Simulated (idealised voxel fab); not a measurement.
This section sets out a process module, namely voxel gate over fins.
Shown is cross-section cut, with a width of 240 nm and square cells of size 5 nm.
Reading order for cross-sections: top band down to bottom band. Underlying form: a grid of square cells. Band size: one or more rows of cells.
This entry defines a band. It first specifies the height of the band's top and the height of its bottom in nm, and then specifies the band's materials from left to right, stating each material with its width in nm. The word "full width" identifies a single material that fills the band from edge to edge, while the word "empty" identifies empty space.
Counting heights begins at 0, where everything beneath is, in the wafer as received, one material. The lowest band has no bottom; it goes on downwards, as "z 0 and below" shows.
The expression "30..40" gives the width at the extremes of the band, the first number at its top row of cells and the second at its bottom row, with the width changing by equal amounts from each row to the next in between.
Given "no modification" for a step, no cell of the cross-section differs between before and after that step.
"Cavities, sealed" enumerates empty spaces isolated from the top, with no open way to it, that contain at least 8 cells, giving each as width x height at distance from the left edge, all three in nm.
after a step's settings: what the simulator itself notes on the step
If you see "overlay nm" on a step's line and that step has a mask, it's telling you how far right of where it was planned the mask ended up; a negative number means it went left instead.
# Below is the list of planned process steps
1,RECEIVE, material Si
2,CONFORMAL_DEP, material SiN, thk nm 5
3,MASKED_ETCH, tone cover, mask id FINS, width nm 15, pitch nm 40, etch materials SiN, depth nm 5, overlay nm 0
4,MASKED_ETCH, tone cover, mask id FINS, width nm 15, pitch nm 40, etch materials Si, depth nm 40, overlay nm 0
5,OXIDIZE, depth nm 5
6,FILL_DEP, material SiO2, thk nm 15
7,CMP, height nm 5
8,SELECTIVE_ETCH, etch materials SiO2, depth nm 15
9,STRIP, etch materials SiN
10,CONFORMAL_DEP, material HfO2, thk nm 5
11,CONFORMAL_DEP, material TiN, thk nm 5
12,FILL_DEP, material W, thk nm 10
13,CMP, height nm 15
14,CONFORMAL_DEP, material SiCN, thk nm 5
# What follows covers the first of two wafers; it ran as planned
# So this is the incoming wafer in cross-section - it's already been through step 1
- z 0 and below | Si full width
- Cavities, sealed: none
# Step 2 complete: cross-section through the wafer
- z 5 to 0 | SiN full width
- Nothing below the height 0 has changed.
# Step 3 complete: cross-section through the wafer
- z 5 to 0 | 50 of empty / 15 of SiN / 25 of empty / 15 of SiN / 25 of empty / 15 of SiN / 25 of empty / 15 of SiN / 55 of empty
- Nothing below the height 0 has changed.
# Step 4 complete: cross-section through the wafer
- z 5 to 0 | 50 of empty / 15 of SiN / 25 of empty / 15 of SiN / 25 of empty / 15 of SiN / 25 of empty / 15 of SiN / 55 of empty
- z 0 to -40 | 50 of empty / 15 of Si / 25 of empty / 15 of Si / 25 of empty / 15 of Si / 25 of empty / 15 of Si / 55 of empty
- Nothing below the height -40 has changed.
# Step 5 complete: cross-section through the wafer
- z 5 to 0 | 50 of empty / 15 of SiN / 25 of empty / 15 of SiN / 25 of empty / 15 of SiN / 25 of empty / 15 of SiN / 55 of empty
- z 0 to -40 | 50 of empty / 5 of SiO2 / 5 of Si / 5 of SiO2 / 25 of empty / 5 of SiO2 / 5 of Si / 5 of SiO2 / 25 of empty / 5 of SiO2 / 5 of Si / 5 of SiO2 / 25 of empty / 5 of SiO2 / 5 of Si / 5 of SiO2 / 55 of empty
- z -40 to -45 | 55 of SiO2 / 5 of Si / 35 of SiO2 / 5 of Si / 35 of SiO2 / 5 of Si / 35 of SiO2 / 5 of Si / 60 of SiO2
- Nothing below the height -45 has changed.
# Step 6 complete: cross-section through the wafer
- z 20 to 5 | SiO2 full width
- z 5 to 0 | 50 of SiO2 / 15 of SiN / 25 of SiO2 / 15 of SiN / 25 of SiO2 / 15 of SiN / 25 of SiO2 / 15 of SiN / 55 of SiO2
- z 0 to -45 | 55 of SiO2 / 5 of Si / 35 of SiO2 / 5 of Si / 35 of SiO2 / 5 of Si / 35 of SiO2 / 5 of Si / 60 of SiO2
- Nothing below the height -45 has changed.
# Step 7 complete: cross-section through the wafer
- z 5 to 0 | 50 of SiO2 / 15 of SiN / 25 of SiO2 / 15 of SiN / 25 of SiO2 / 15 of SiN / 25 of SiO2 / 15 of SiN / 55 of SiO2
- Nothing below the height 0 has changed.
# Step 8 complete: cross-section through the wafer
- z 5 to 0 | 50 of empty / 15 of SiN / 25 of empty / 15 of SiN / 25 of empty / 15 of SiN / 25 of empty / 15 of SiN / 55 of empty
- z 0 to -10 | 55 of empty / 5 of Si / 35 of empty / 5 of Si / 35 of empty / 5 of Si / 35 of empty / 5 of Si / 60 of empty
- Nothing below the height -10 has changed.
# Step 9 complete: cross-section through the wafer
- z 0 to -10 | 55 of empty / 5 of Si / 35 of empty / 5 of Si / 35 of empty / 5 of Si / 35 of empty / 5 of Si / 60 of empty
- Nothing below the height -10 has changed.
# Step 10 complete: cross-section through the wafer
- z 5 to 0 | 50 of empty / 15 of HfO2 / 25 of empty / 15 of HfO2 / 25 of empty / 15 of HfO2 / 25 of empty / 15 of HfO2 / 55 of empty
- z 0 to -5 | 50 of empty / 5 of HfO2 / 5 of Si / 5 of HfO2 / 25 of empty / 5 of HfO2 / 5 of Si / 5 of HfO2 / 25 of empty / 5 of HfO2 / 5 of Si / 5 of HfO2 / 25 of empty / 5 of HfO2 / 5 of Si / 5 of HfO2 / 55 of empty
- z -5 to -10 | 55 of HfO2 / 5 of Si / 35 of HfO2 / 5 of Si / 35 of HfO2 / 5 of Si / 35 of HfO2 / 5 of Si / 60 of HfO2
- Nothing below the height -10 has changed.
# Step 11 complete: cross-section through the wafer
- z 10 to 5 | 45 of empty / 25 of TiN / 15 of empty / 25 of TiN / 15 of empty / 25 of TiN / 15 of empty / 25 of TiN / 50 of empty
- z 5 to 0 | 45 of empty / 5 of TiN / 15 of HfO2 / 5 of TiN / 15 of empty / 5 of TiN / 15 of HfO2 / 5 of TiN / 15 of empty / 5 of TiN / 15 of HfO2 / 5 of TiN / 15 of empty / 5 of TiN / 15 of HfO2 / 5 of TiN / 50 of empty
- z 0 to -5 | 50 of TiN / 5 of HfO2 / 5 of Si / 5 of HfO2 / 25 of TiN / 5 of HfO2 / 5 of Si / 5 of HfO2 / 25 of TiN / 5 of HfO2 / 5 of Si / 5 of HfO2 / 25 of TiN / 5 of HfO2 / 5 of Si / 5 of HfO2 / 55 of TiN
- Nothing below the height -5 has changed.
# Step 12 complete: cross-section through the wafer
- z 20 to 10 | W full width
- z 10 to 5 | 45 of W / 25 of TiN / 15 of W / 25 of TiN / 15 of W / 25 of TiN / 15 of W / 25 of TiN / 50 of W
- z 5 to 0 | 45 of W / 5 of TiN / 15 of HfO2 / 5 of TiN / 15 of W / 5 of TiN / 15 of HfO2 / 5 of TiN / 15 of W / 5 of TiN / 15 of HfO2 / 5 of TiN / 15 of W / 5 of TiN / 15 of HfO2 / 5 of TiN / 50 of W
- Nothing below the height 0 has changed.
# Step 13 complete: cross-section through the wafer
- z 15 to 10 | W full width
- Nothing below the height 10 has changed.
# Step 14 complete: cross-section through the wafer
- z 20 to 15 | SiCN full width
- Nothing below the height 15 has changed.
# Wafer two. Same start, same plan, one slip in execution. Same as wafer one through step 5, inclusive
# Second wafer, section view, time point: scheduled end of step 6
- z 20 to 0 | SiN full width
- z 0 to -40 | 50 of SiN / 5 of SiO2 / 5 of Si / 5 of SiO2 / 25 of SiN / 5 of SiO2 / 5 of Si / 5 of SiO2 / 25 of SiN / 5 of SiO2 / 5 of Si / 5 of SiO2 / 25 of SiN / 5 of SiO2 / 5 of Si / 5 of SiO2 / 55 of SiN
- Nothing below the height -40 has changed.
# Second wafer, section view, time point: scheduled end of step 7
- z 5 to 0 | SiN full width
- Nothing below the height 0 has changed.
Second wafer, section view, time point: scheduled end of step 8: no modification
# Second wafer, section view, time point: scheduled end of step 9
- z 0 to -40 | 50 of empty / 5 of SiO2 / 5 of Si / 5 of SiO2 / 25 of empty / 5 of SiO2 / 5 of Si / 5 of SiO2 / 25 of empty / 5 of SiO2 / 5 of Si / 5 of SiO2 / 25 of empty / 5 of SiO2 / 5 of Si / 5 of SiO2 / 55 of empty
- Nothing below the height -40 has changed.
# Second wafer, section view, time point: scheduled end of step 10
- z 5 to 0 | 45 of empty / 25 of HfO2 / 15 of empty / 25 of HfO2 / 15 of empty / 25 of HfO2 / 15 of empty / 25 of HfO2 / 50 of empty
- z 0 to -35 | 45 of empty / 5 of HfO2 / 5 of SiO2 / 5 of Si / 5 of SiO2 / 5 of HfO2 / 15 of empty / 5 of HfO2 / 5 of SiO2 / 5 of Si / 5 of SiO2 / 5 of HfO2 / 15 of empty / 5 of HfO2 / 5 of SiO2 / 5 of Si / 5 of SiO2 / 5 of HfO2 / 15 of empty / 5 of HfO2 / 5 of SiO2 / 5 of Si / 5 of SiO2 / 5 of HfO2 / 50 of empty
- z -35 to -40 | 50 of HfO2 / 5 of SiO2 / 5 of Si / 5 of SiO2 / 25 of HfO2 / 5 of SiO2 / 5 of Si / 5 of SiO2 / 25 of HfO2 / 5 of SiO2 / 5 of Si / 5 of SiO2 / 25 of HfO2 / 5 of SiO2 / 5 of Si / 5 of SiO2 / 55 of HfO2
- Nothing below the height -40 has changed.
# Second wafer, section view, time point: scheduled end of step 11
- z 10 to 5 | 40 of empty / 35 of TiN / 5 of empty / 35 of TiN / 5 of empty / 35 of TiN / 5 of empty / 35 of TiN / 45 of empty
- z 5 to 0 | 40 of empty / 5 of TiN / 25 of HfO2 / 5 of TiN / 5 of empty / 5 of TiN / 25 of HfO2 / 5 of TiN / 5 of empty / 5 of TiN / 25 of HfO2 / 5 of TiN / 5 of empty / 5 of TiN / 25 of HfO2 / 5 of TiN / 45 of empty
- z 0 to -30 | 40 of empty / 5 of TiN / 5 of HfO2 / 5 of SiO2 / 5 of Si / 5 of SiO2 / 5 of HfO2 / 5 of TiN / 5 of empty / 5 of TiN / 5 of HfO2 / 5 of SiO2 / 5 of Si / 5 of SiO2 / 5 of HfO2 / 5 of TiN / 5 of empty / 5 of TiN / 5 of HfO2 / 5 of SiO2 / 5 of Si / 5 of SiO2 / 5 of HfO2 / 5 of TiN / 5 of empty / 5 of TiN / 5 of HfO2 / 5 of SiO2 / 5 of Si / 5 of SiO2 / 5 of HfO2 / 5 of TiN / 45 of empty
- z -30 to -35 | 45 of TiN / 5 of HfO2 / 5 of SiO2 / 5 of Si / 5 of SiO2 / 5 of HfO2 / 15 of TiN / 5 of HfO2 / 5 of SiO2 / 5 of Si / 5 of SiO2 / 5 of HfO2 / 15 of TiN / 5 of HfO2 / 5 of SiO2 / 5 of Si / 5 of SiO2 / 5 of HfO2 / 15 of TiN / 5 of HfO2 / 5 of SiO2 / 5 of Si / 5 of SiO2 / 5 of HfO2 / 50 of TiN
- Nothing below the height -35 has changed.
# Second wafer, section view, time point: scheduled end of step 12
- z 20 to 10 | W full width
- z 10 to 5 | 40 of W / 35 of TiN / 5 of W / 35 of TiN / 5 of W / 35 of TiN / 5 of W / 35 of TiN / 45 of W
- z 5 to 0 | 40 of W / 5 of TiN / 25 of HfO2 / 5 of TiN / 5 of W / 5 of TiN / 25 of HfO2 / 5 of TiN / 5 of W / 5 of TiN / 25 of HfO2 / 5 of TiN / 5 of W / 5 of TiN / 25 of HfO2 / 5 of TiN / 45 of W
- z 0 to -30 | 40 of W / 5 of TiN / 5 of HfO2 / 5 of SiO2 / 5 of Si / 5 of SiO2 / 5 of HfO2 / 5 of TiN / 5 of W / 5 of TiN / 5 of HfO2 / 5 of SiO2 / 5 of Si / 5 of SiO2 / 5 of HfO2 / 5 of TiN / 5 of W / 5 of TiN / 5 of HfO2 / 5 of SiO2 / 5 of Si / 5 of SiO2 / 5 of HfO2 / 5 of TiN / 5 of W / 5 of TiN / 5 of HfO2 / 5 of SiO2 / 5 of Si / 5 of SiO2 / 5 of HfO2 / 5 of TiN / 45 of W
- Nothing below the height -30 has changed.
# Second wafer, section view, time point: scheduled end of step 13
- z 15 to 10 | W full width
- Nothing below the height 10 has changed.
# Second wafer, section view, time point: scheduled end of step 14
- z 20 to 15 | SiCN full width
- Nothing below the height 15 has changed.
Deviation from plan: off-plan run, step 6, actual operation and settings FILL_DEP, material SiN, thk nm 15
Heads up, by the end the second wafer has more or fewer cells of some materials compared to the first: HfO2: 48 more, SiO2: 200 fewer, TiN: 48 more, W: 104 more
